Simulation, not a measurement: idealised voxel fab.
Process module in this document: voxel gate over fins
Section shown: cut. Width: 195 nm. Cell size: 5 nm, square.
A cross-section is written here as square cells arranged in a grid, and it is given in bands from the top down, each band taking up one or more rows of cells.
A band entry consists of two parts. The first gives the height of the band's top and the height of its bottom, in nm. The rest lists the band's materials from left to right, each with its width in nm. A single material labelled with the word "edge to edge" fills the band from edge to edge, and the word "empty" marks empty space.
A quick word on heights: they are counted from 0, and under that level the wafer as it came to us is one material throughout. The lowest band is different from the rest in having no bottom; it simply continues downward, written as in "0 down".
Quick explanation for "30 to 40": the width changes in equal steps down the rows of cells, from the first number in the band's top row to the second number in its bottom row.
Key: "no alteration" - step with no changed cell in the cross-section.
In "Sealed void inventory" the enclosed voids are listed, meaning empty spaces of 8 cells or larger without any opening to the top. The form is width x height at distance, distance from the left edge, units nm.
Step line, after settings: the simulator's comment on this step.
overlay nm: how far to the right of its planned place the mask lay on this masked step (negative: to the left).
# Intended process steps
1: RECEIVE: material Si
2: CONFORMAL_DEP: material SiN, thk nm 5
3: DIRECTIONAL_DEP: material aC, thk nm 15
4: PATTERN: tone cover, mask id FINS, material resist, width nm 15, pitch nm 60, thk nm 30, overlay nm 0
5: DIRECTIONAL_ETCH: etch materials aC, depth nm 15
6: STRIP: etch materials resist
7: DIRECTIONAL_ETCH: etch materials SiN, depth nm 5
8: DIRECTIONAL_ETCH: etch materials Si, depth nm 30
9: STRIP: etch materials aC
10: FILL_DEP: material SiO2, thk nm 10
11: CMP: height nm 5
12: MASKED_ETCH: tone open, mask id RAIL, width nm 15, etch materials SiO2, depth nm 30, overlay nm 0
13: CONFORMAL_DEP: material TiN, thk nm 5
14: FILL_DEP: material W, thk nm 5
15: CMP: height nm 5
16: SELECTIVE_ETCH: etch materials W Ru TiN, depth nm 20
17: FILL_DEP: material SiO2, thk nm 5
18: CMP: height nm 5
19: SELECTIVE_ETCH: etch materials SiO2, depth nm 15
20: STRIP: etch materials SiN
21: CONFORMAL_DEP: material HfO2, thk nm 5
22: CONFORMAL_DEP: material TiN, thk nm 5
23: CONFORMAL_DEP: material TiAl, thk nm 5
24: CONFORMAL_DEP: material TiN, thk nm 5
25: FILL_DEP: material W, thk nm 15
26: CMP: height nm 30
27: CONFORMAL_DEP: material SiCN, thk nm 10
# Cross-section: wafer on arrival = after step 1
0 down | Si edge to edge
Sealed void inventory: none
# First wafer of two, sectioned at end of module; run went per plan
40 to 30 | SiCN edge to edge
30 to 20 | W edge to edge
20 to 15 | W 10  TiN 55  W 5  TiN 55  W 5  TiN 55  W 10
15 to 10 | W 10  TiN 5  TiAl 45  TiN 5  W 5  TiN 5  TiAl 45  TiN 5  W 5  TiN 5  TiAl 45  TiN 5  W 10
10 to 5 | TiN 15  TiAl 5  TiN 35  TiAl 5  TiN 15  TiAl 5  TiN 35  TiAl 5  TiN 15  TiAl 5  TiN 35  TiAl 5  TiN 15
5 to 0 | TiAl 20  TiN 5  HfO2 25  TiN 5  TiAl 25  TiN 5  HfO2 25  TiN 5  TiAl 25  TiN 5  HfO2 25  TiN 5  TiAl 20
0 to -5 | TiN 25  HfO2 5  Si 15  HfO2 5  TiN 35  HfO2 5  Si 15  HfO2 5  TiN 35  HfO2 5  Si 15  HfO2 5  TiN 25
-5 to -10 | HfO2 30  Si 15  HfO2 45  Si 15  HfO2 45  Si 15  HfO2 30
-10 to -15 | SiO2 30  Si 15  SiO2 45  Si 15  SiO2 45  Si 15  SiO2 30
-15 to -20 | SiO2 30  Si 15  SiO2 15  TiN 5  W 5  TiN 5  SiO2 15  Si 15  SiO2 45  Si 15  SiO2 30
-20 to -25 | SiO2 30  Si 15  SiO2 15  TiN 15  SiO2 15  Si 15  SiO2 45  Si 15  SiO2 30
-25 to -30 | SiO2 30  Si 15  SiO2 45  Si 15  SiO2 45  Si 15  SiO2 30
-30 down | Si edge to edge
Sealed void inventory: none
# Now the second wafer, cross-sectioned at the end of the module. Nothing different at the start, nothing different in the plan compared with the first, just one mistake when it was actually run
40 to 30 | SiCN edge to edge
30 to 20 | W edge to edge
20 to 15 | W 20  TiN 55  W 5  TiN 55  W 5  TiN 55
15 to 10 | W 20  TiN 5  TiAl 45  TiN 5  W 5  TiN 5  TiAl 45  TiN 5  W 5  TiN 5  TiAl 45  TiN 5
10 to 5 | TiN 25  TiAl 5  TiN 35  TiAl 5  TiN 15  TiAl 5  TiN 35  TiAl 5  TiN 15  TiAl 5  TiN 35  TiAl 5  TiN 5
5 to 0 | TiAl 30  TiN 5  HfO2 25  TiN 5  TiAl 25  TiN 5  HfO2 25  TiN 5  TiAl 25  TiN 5  HfO2 25  TiN 5  TiAl 10
0 to -5 | TiN 35  HfO2 5  Si 15  HfO2 5  TiN 35  HfO2 5  Si 15  HfO2 5  TiN 35  HfO2 5  Si 15  HfO2 5  TiN 15
-5 to -10 | HfO2 40  Si 15  HfO2 45  Si 15  HfO2 45  Si 15  HfO2 20
-10 to -15 | SiO2 40  Si 15  SiO2 45  Si 15  SiO2 45  Si 15  SiO2 20
-15 to -20 | SiO2 40  Si 15  SiO2 5  TiN 5  W 5  TiN 5  SiO2 25  Si 15  SiO2 45  Si 15  SiO2 20
-20 to -25 | SiO2 40  Si 15  SiO2 5  TiN 15  SiO2 25  Si 15  SiO2 45  Si 15  SiO2 20
-25 to -30 | SiO2 40  Si 15  SiO2 45  Si 15  SiO2 45  Si 15  SiO2 20
-30 down | Si edge to edge
Sealed void inventory: none
Nonconformance to the process plan: step 4 deviated from plan and actually ran as PATTERN: tone cover, mask id FINS, material resist, width nm 15, pitch nm 60, thk nm 30, overlay nm 10
Same inventory, different map: at the end, the second wafer holds as many cells of each material as the first, placed elsewhere.
